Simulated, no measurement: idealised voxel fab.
process module | voxel plated lines
cross-section cut | 245 nm wide | cells 5 nm
A cross-section is a grid of square cells, given in bands from the top down. A band is one or more rows of cells.
Each band's line starts with the height of the band's top and of its bottom, in nm. Then come its materials from left to right, each with its width in nm. One material with "throughout" fills the band from edge to edge. "air" is empty space.
Height 0 is the level under which the wafer as received is all one material. The lowest band goes on downwards, as in "0 down".
A width such as "30 to 40" changes by the same amount from each row of cells to the next, from the band's top row to its bottom row.
"no change" after a step means that no cell of the cross-section changed.
closed voids: empty space of 8 cells or more with no open way to the top, each as width x height at its distance from the left edge, in nm
after a step's settings: what the simulator itself notes on the step
overlay nm, on a step with a mask: how far to the right of its planned place the mask lay; to the left if negative
plan
1 op RECEIVE | material Si
2 op CONFORMAL_DEP | material SiO2 | thk nm 10
3 op DIRECTIONAL_DEP | material TiN | thk nm 5
4 op PATTERN | tone open | mask id LINES | material resist | width nm 25 | pitch nm 55 | thk nm 15 | overlay nm 0
5 op EPI | material Ru | thk nm 10
6 op STRIP | etch materials resist
7 op DIRECTIONAL_ETCH | etch materials TiN | depth nm 5
8 op CONFORMAL_DEP | material SiCN | thk nm 10
as received, after step 1
  0 down: Si throughout
  closed voids: none
first wafer at the end, as planned
  35 to 25: air 70 | SiCN 45 | air 10 | SiCN 45 | air 75
  25 to 20: air 70 | SiCN 10 | Ru 25 | SiCN 10 | air 10 | SiCN 10 | Ru 25 | SiCN 10 | air 75
  20 to 15: SiCN 80 | Ru 25 | SiCN 30 | Ru 25 | SiCN 85
  15 to 10: SiCN 80 | TiN 25 | SiCN 30 | TiN 25 | SiCN 85
  10 to 0: SiO2 throughout
  0 down: Si throughout
  closed voids: none
second wafer at the end: like start, like plan, one mistake
  25 to 15: SiCN throughout
  15 to 5: SiO2 throughout
  5 to 0: TiN throughout
  0 down: Si throughout
  closed voids: none
what went wrong: steps 2 and 3 were swapped
at the end the second wafer has, in cells: 20 fewer of Ru | 24 fewer of SiCN | 39 more of TiN
